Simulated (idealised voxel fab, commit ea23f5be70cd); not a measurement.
process module | voxel self aligned vias
Section shown: cut. Width: 220 nm. Cell size: 5 nm, square.
Square cells in a grid make up a cross-section in this document, and the grid is given as bands, listed from the top down, each one or more rows of cells.
Top, bottom (nm), then materials left to right with widths (nm); lone material tagged "edge to edge" fills the whole band edge to edge; "air" = empty space.
Height 0 is the level under which the wafer as received is all one material. The lowest band goes on downwards, as in "0 nm and below".
Think of "30->40" as a width that walks from the first number to the second as you go down the band, top row to bottom row, taking equal-sized steps from row to row.
"nothing changed" means the step left every cell of the cross-section as it was.
Entry "Enclosed void list" = empty spaces >= 8 cells with no open way to the top; each as width x height at distance, distance from left edge, all nm.
Heads up: the bit after the settings on a step's line is the simulator's remark on that step.
"overlay nm" answers the question of how far to the right of plan the mask lay on a step that has a mask, and when it is negative the answer is to the left.

Steps planned for the process
1) RECEIVE [material Si]
2) CONFORMAL_DEP [material SiO2] [thk nm 10]
3) CONFORMAL_DEP [material SiCN] [thk nm 5]
4) DIRECTIONAL_DEP [material SiO2] [thk nm 20]
5) MASKED_ETCH [tone open] [mask id LINES] [width nm 25] [pitch nm 65] [etch materials SiO2] [depth nm 20] [overlay nm 0]
6) CONFORMAL_DEP [material TiN] [thk nm 5]
7) FILL_DEP [material W] [thk nm 10]
8) CMP [height nm 35]
9) SELECTIVE_ETCH [etch materials W Ru TiN] [depth nm 5]
10) FILL_DEP [material SiN] [thk nm 5]
11) CMP [height nm 35]
12) DIRECTIONAL_DEP [material SiO2] [thk nm 15]
13) MASKED_ETCH [tone open] [mask id VIAS] [width nm 35] [etch materials SiO2] [depth nm 15] [overlay nm 0]
14) MASKED_ETCH [tone open] [mask id VIAS] [width nm 35] [etch materials SiN] [depth nm 5] [overlay nm 0]
15) CONFORMAL_DEP [material TiN] [thk nm 5]
16) FILL_DEP [material Cu] [thk nm 5]
17) CMP [height nm 50]
18) CONFORMAL_DEP [material SiCN] [thk nm 5]

As-received state of the wafer in cross-section, equivalent to post-step 1
	0 nm and below: Si edge to edge
	Enclosed void list: none

End-of-module cross-section of the first of two wafers, processed as planned
	55 nm to 50 nm: SiCN edge to edge
	50 nm to 40 nm: SiO2 60 / TiN 5 / Cu 25 / TiN 5 / SiO2 125
	40 nm to 35 nm: SiO2 60 / TiN 10 / Cu 15 / TiN 10 / SiO2 125
	35 nm to 30 nm: SiO2 65 / TiN 25 / SiO2 40 / SiN 25 / SiO2 65
	30 nm to 20 nm: SiO2 65 / TiN 5 / W 15 / TiN 5 / SiO2 40 / TiN 5 / W 15 / TiN 5 / SiO2 65
	20 nm to 15 nm: SiO2 65 / TiN 25 / SiO2 40 / TiN 25 / SiO2 65
	15 nm to 10 nm: SiCN edge to edge
	10 nm to 0 nm: SiO2 edge to edge
	0 nm and below: Si edge to edge
	Enclosed void list: none

Cross-sectional view: second of two wafers, end of module; start and plan identical to the first, one mistake in running
	55 nm to 50 nm: SiCN edge to edge
	50 nm to 40 nm: SiO2 50 / TiN 5 / Cu 25 / TiN 5 / SiO2 135
	40 nm to 35 nm: SiO2 50 / TiN 20 / Cu 10 / TiN 5 / SiO2 135
	35 nm to 30 nm: SiO2 65 / TiN 20 / SiN 5 / SiO2 40 / SiN 25 / SiO2 65
	30 nm to 20 nm: SiO2 65 / TiN 5 / W 15 / TiN 5 / SiO2 40 / TiN 5 / W 15 / TiN 5 / SiO2 65
	20 nm to 15 nm: SiO2 65 / TiN 25 / SiO2 40 / TiN 25 / SiO2 65
	15 nm to 10 nm: SiCN edge to edge
	10 nm to 0 nm: SiO2 edge to edge
	0 nm and below: Si edge to edge
	Enclosed void list: none
Run error: for step 13, the planned setting was not used; the step was instead run as MASKED_ETCH [tone open] [mask id VIAS] [width nm 35] [etch materials SiO2] [depth nm 15] [overlay nm -10]
Materials where the second wafer ends with more or fewer cells than the first: 1 fewer of Cu | 1 more of SiN
